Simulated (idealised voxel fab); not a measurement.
process module | voxel wiring stack
Pictured: cross-section cut, 260 nm wide, on a grid of 5 nm square cells.
The cross-sections in this document take the form of a grid made of square cells. They are written out as bands, in order from top to bottom. Each band consists of one or more rows of cells. In this notation a band is specified by the heights of its top and bottom, in that order and in nm, after which its materials appear from left to right, each paired with its width in nm. The word "all across" attached to a single material means that material fills the band from edge to edge; the word "blank" stands for empty space. Height datum 0, below which the as-received substrate wafer is one material. Lowest band open at the bottom, running downward: "from 0 down". The expression "30..40" gives the width at the extremes of the band, the first number at its top row of cells and the second at its bottom row, with the width changing by equal amounts from each row to the next in between. Any step labelled "nothing got changed" changed none of the cells in the cross-section. Empty spaces counting at least 8 cells and having no open way to the top are listed in "Closed voids list". The notation width x height at distance is used for each, the distance being from the left edge and all three values in nm. What comes after the settings on a step's line is commentary from the simulator itself on that step. What "overlay nm" on a step's line means: if the step has a mask, that mask lay this far to the right of its planned place, or, when the value is negative, to the left.
Set out below are the planned steps of the process:
step 1: RECEIVE, material Si
step 2: CONFORMAL_DEP, material SiO2, thk nm 10
step 3: DIRECTIONAL_DEP, material TiN, thk nm 5
step 4: DIRECTIONAL_DEP, material W, thk nm 25
step 5: MASKED_ETCH, tone cover, mask id METAL_1, width nm 25, pitch nm 40, etch materials W, depth nm 25, overlay nm 0
step 6: MASKED_ETCH, tone cover, mask id METAL_1, width nm 25, pitch nm 40, etch materials TiN, depth nm 5, overlay nm 0
step 7: FILL_DEP, material lowk, thk nm 5
step 8: CMP, height nm 40
step 9: CONFORMAL_DEP, material SiCN, thk nm 5
step 10: DIRECTIONAL_DEP, material SiO2, thk nm 10
step 11: PATTERN, tone open, mask id PLUG_1, material resist, width nm 15, pitch nm 40, thk nm 15, overlay nm 0
step 12: DIRECTIONAL_ETCH, etch materials SiO2, depth nm 10
step 13: DIRECTIONAL_ETCH, etch materials SiCN, depth nm 5
step 14: STRIP, etch materials resist
step 15: CONFORMAL_DEP, material TiN, thk nm 5
step 16: FILL_DEP, material Ru, thk nm 10
step 17: CMP, height nm 55
step 18: DIRECTIONAL_DEP, material TiN, thk nm 5
step 19: DIRECTIONAL_DEP, material Ru, thk nm 25
step 20: DIRECTIONAL_DEP, material aC, thk nm 15
step 21: PATTERN, tone cover, mask id METAL_2, material resist, width nm 25, pitch nm 40, thk nm 35, overlay nm 0
step 22: DIRECTIONAL_ETCH, etch materials aC, depth nm 15
step 23: STRIP, etch materials resist
step 24: DIRECTIONAL_ETCH, etch materials Ru, depth nm 25
step 25: DIRECTIONAL_ETCH, etch materials TiN, depth nm 5
step 26: STRIP, etch materials aC
step 27: CONFORMAL_DEP, material SiCN, thk nm 5
step 28: FILL_DEP, material SiO2, thk nm 5
step 29: CMP, height nm 85
step 30: CONFORMAL_DEP, material SiCN, thk nm 5
step 31: DIRECTIONAL_DEP, material lowk, thk nm 20
step 32: PATTERN, tone open, mask id PLUG_2, material resist, width nm 15, pitch nm 80, thk nm 20, overlay nm 0
step 33: DIRECTIONAL_ETCH, etch materials lowk, depth nm 20
step 34: DIRECTIONAL_ETCH, etch materials SiCN, depth nm 5
step 35: STRIP, etch materials resist
step 36: CONFORMAL_DEP, material TiN, thk nm 5
step 37: FILL_DEP, material Ru, thk nm 5
step 38: CMP, height nm 110
step 39: CONFORMAL_DEP, material SiN, thk nm 5
step 40: DIRECTIONAL_DEP, material SiO2, thk nm 15
step 41: MASKED_ETCH, tone open, mask id METAL_3, width nm 25, pitch nm 40, etch materials SiO2, depth nm 15, overlay nm 0
step 42: MASKED_ETCH, tone open, mask id METAL_3, width nm 25, pitch nm 40, etch materials SiN, depth nm 5, overlay nm 0
step 43: CONFORMAL_DEP, material TiN, thk nm 5
step 44: FILL_DEP, material Cu, thk nm 5
step 45: CMP, height nm 130
step 46: CONFORMAL_DEP, material SiCN, thk nm 5
as received, after step 1:
- from 0 down | Si all across
- Closed voids list: none
The plan above was carried out on the starting structure above with one mistake, and this cross-section shows the wafer at the end of the module:
- from 135 to 130 | SiCN all across
- from 130 to 115 | SiO2: 55; TiN: 5; Cu: 15; TiN: 5; SiO2: 15; TiN: 5; Cu: 15; TiN: 5; SiO2: 15; TiN: 5; Cu: 15; TiN: 5; SiO2: 15; TiN: 5; Cu: 15; TiN: 5; SiO2: 60
- from 115 to 110 | SiN: 55; TiN: 25; SiN: 15; TiN: 25; SiN: 15; TiN: 25; SiN: 15; TiN: 25; SiN: 60
- from 110 to 90 | lowk: 55; TiN: 5; Ru: 5; TiN: 5; lowk: 65; TiN: 5; Ru: 5; TiN: 5; lowk: 110
- from 90 to 85 | SiCN: 55; TiN: 15; SiCN: 65; TiN: 15; SiCN: 110
- from 85 to 60 | SiO2: 50; SiCN: 5; Ru: 25; SiCN: 5; SiO2: 5; SiCN: 5; Ru: 25; SiCN: 5; SiO2: 5; SiCN: 5; Ru: 25; SiCN: 5; SiO2: 5; SiCN: 5; Ru: 25; SiCN: 5; SiO2: 55
- from 60 to 55 | SiCN: 55; TiN: 25; SiCN: 15; TiN: 25; SiCN: 15; TiN: 25; SiCN: 15; TiN: 25; SiCN: 60
- from 55 to 45 | SiO2: 55; TiN: 5; Ru: 10; TiN: 5; SiO2: 20; TiN: 5; Ru: 10; TiN: 5; SiO2: 20; TiN: 5; Ru: 10; TiN: 5; SiO2: 20; TiN: 5; Ru: 10; TiN: 5; SiO2: 65
- from 45 to 40 | SiCN: 55; TiN: 20; SiCN: 20; TiN: 20; SiCN: 20; TiN: 20; SiCN: 20; TiN: 20; SiCN: 65
- from 40 to 15 | lowk: 55; W: 25; lowk: 15; W: 25; lowk: 15; W: 25; lowk: 15; W: 25; lowk: 60
- from 15 to 10 | lowk: 55; TiN: 25; lowk: 15; TiN: 25; lowk: 15; TiN: 25; lowk: 15; TiN: 25; lowk: 60
- from 10 to 0 | SiO2 all across
- from 0 down | Si all across
- Closed voids list: none
So what did we get wrong on this run? the process deviated at step 11: the operation and settings actually run there were PATTERN, tone open, mask id PLUG_1, material resist, width nm 20, pitch nm 40, thk nm 15, overlay nm 0
